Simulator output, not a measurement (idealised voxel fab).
Process module in this document: voxel capacitor over wiring
225 nm wide, 5 nm square cells: that's cross-section cut.
A cross-section is written here as square cells arranged in a grid, and it is given in bands from the top down, each band taking up one or more rows of cells. First you get the band's top height and its bottom height, in nm, and then the materials it's made of, left to right, with each width in nm. If you see a single material with "all across", that one covers the band edge to edge. "air" is empty space. Heights are expressed relative to 0, this being the level below which the as-received wafer comprises one material exclusively. The lowest band is unbounded in the downward direction and is denoted as in "0..down". Per-row width for "30 to 40": begins at first number (top row of band), ends at second number (bottom row), increment between rows held constant. Given "nothing changed" for a step, no cell of the cross-section differs between before and after that step. Listed in "Internal closed voids": every empty space of 8 or more cells without an open way to the top. Form: width x height at distance, the distance being from the left edge, all in nm. If you see something after the settings on a step's line, that's the simulator's own remark about that step. The setting "overlay nm" may be written on the line of a step. When the step uses a mask, the value reports how far to the right of the planned place the mask lay, and a negative value reports that it lay to the left.

INTENDED PROCESS STEPS
1,RECEIVE | material Si
2,CONFORMAL_DEP | material SiO2 | thk nm 10
3,CONFORMAL_DEP | material SiN | thk nm 5
4,DIRECTIONAL_DEP | material SiO2 | thk nm 20
5,DIRECTIONAL_DEP | material aC | thk nm 15
6,PATTERN | tone open | mask id METAL_1 | material resist | width nm 25 | pitch nm 85 | thk nm 35 | overlay nm 0
7,DIRECTIONAL_ETCH | etch materials aC | depth nm 15
8,STRIP | etch materials resist
9,DIRECTIONAL_ETCH | etch materials SiO2 | depth nm 20
10,DIRECTIONAL_ETCH | etch materials SiN | depth nm 5
11,STRIP | etch materials aC
12,CONFORMAL_DEP | material TiN | thk nm 5
13,FILL_DEP | material Cu | thk nm 10
14,CMP | height nm 35
15,CONFORMAL_DEP | material SiCN | thk nm 5
16,DIRECTIONAL_DEP | material lowk | thk nm 20
17,MASKED_ETCH | tone open | mask id PLUG_1 | width nm 15 | etch materials lowk | depth nm 20 | overlay nm 0
18,MASKED_ETCH | tone open | mask id PLUG_1 | width nm 15 | etch materials SiCN | depth nm 5 | overlay nm 0
19,CONFORMAL_DEP | material TiN | thk nm 5
20,FILL_DEP | material W | thk nm 5
21,CMP | height nm 60
22,DIRECTIONAL_DEP | material TiN | thk nm 10
23,DIRECTIONAL_DEP | material SiN | thk nm 5
24,DIRECTIONAL_DEP | material TiN | thk nm 10
25,PATTERN | tone cover | mask id UPPER_PLATE | material resist | width nm 65 | thk nm 20 | overlay nm 0
26,DIRECTIONAL_ETCH | etch materials TiN | depth nm 10
27,DIRECTIONAL_ETCH | etch materials SiN | depth nm 5
28,STRIP | etch materials resist
29,MASKED_ETCH | tone cover | mask id LOWER_PLATE | width nm 75 | etch materials TiN | depth nm 10 | overlay nm 0
30,FILL_DEP | material SiO2 | thk nm 15
31,CMP | height nm 95
32,DIRECTIONAL_DEP | material aC | thk nm 10
33,PATTERN | tone open | mask id PLUG_2 | material resist | width nm 15 | thk nm 25 | overlay nm 0
34,DIRECTIONAL_ETCH | etch materials aC | depth nm 10
35,STRIP | etch materials resist
36,DIRECTIONAL_ETCH | etch materials SiO2 | depth nm 10
37,STRIP | etch materials aC
38,CONFORMAL_DEP | material TiN | thk nm 5
39,FILL_DEP | material Cu | thk nm 10
40,CMP | height nm 95
41,CONFORMAL_DEP | material SiCN | thk nm 5

AS RECEIVED, AFTER STEP 1
  0..down  Si all across
  Internal closed voids: none

LOOK AT THE CROSS-SECTION AFTER THE MODULE: THE WAFER STARTED OUT THE WAY SHOWN ABOVE AND THE PLAN WAS THE ONE SHOWN ABOVE, YET ONE MISTAKE WAS MADE ALONG THE WAY
  100..95  SiCN all across
  95..90  SiO2=75  TiN=5  Cu=5  TiN=5  SiO2=135
  90..85  SiO2=75  TiN=15  SiO2=135
  85..80  SiO2 all across
  80..70  SiO2=65  TiN=65  SiO2=95
  70..65  SiO2=65  SiN=65  SiO2=95
  65..55  SiO2=60  TiN=75  SiO2=90
  55..40  lowk=65  TiN=5  W=5  TiN=5  lowk=145
  40..35  SiCN=65  TiN=15  SiCN=145
  35..15  SiO2=55  TiN=5  Cu=15  TiN=5  SiO2=60  TiN=5  Cu=15  TiN=5  SiO2=60
  15..10  SiN=55  TiN=25  SiN=60  TiN=25  SiN=60
  10..0  SiO2 all across
  0..down  Si all across
  Internal closed voids: none
What went wrong in running the wafer? heads up, step 21 didn't go per plan, it actually ran as CMP | height nm 55
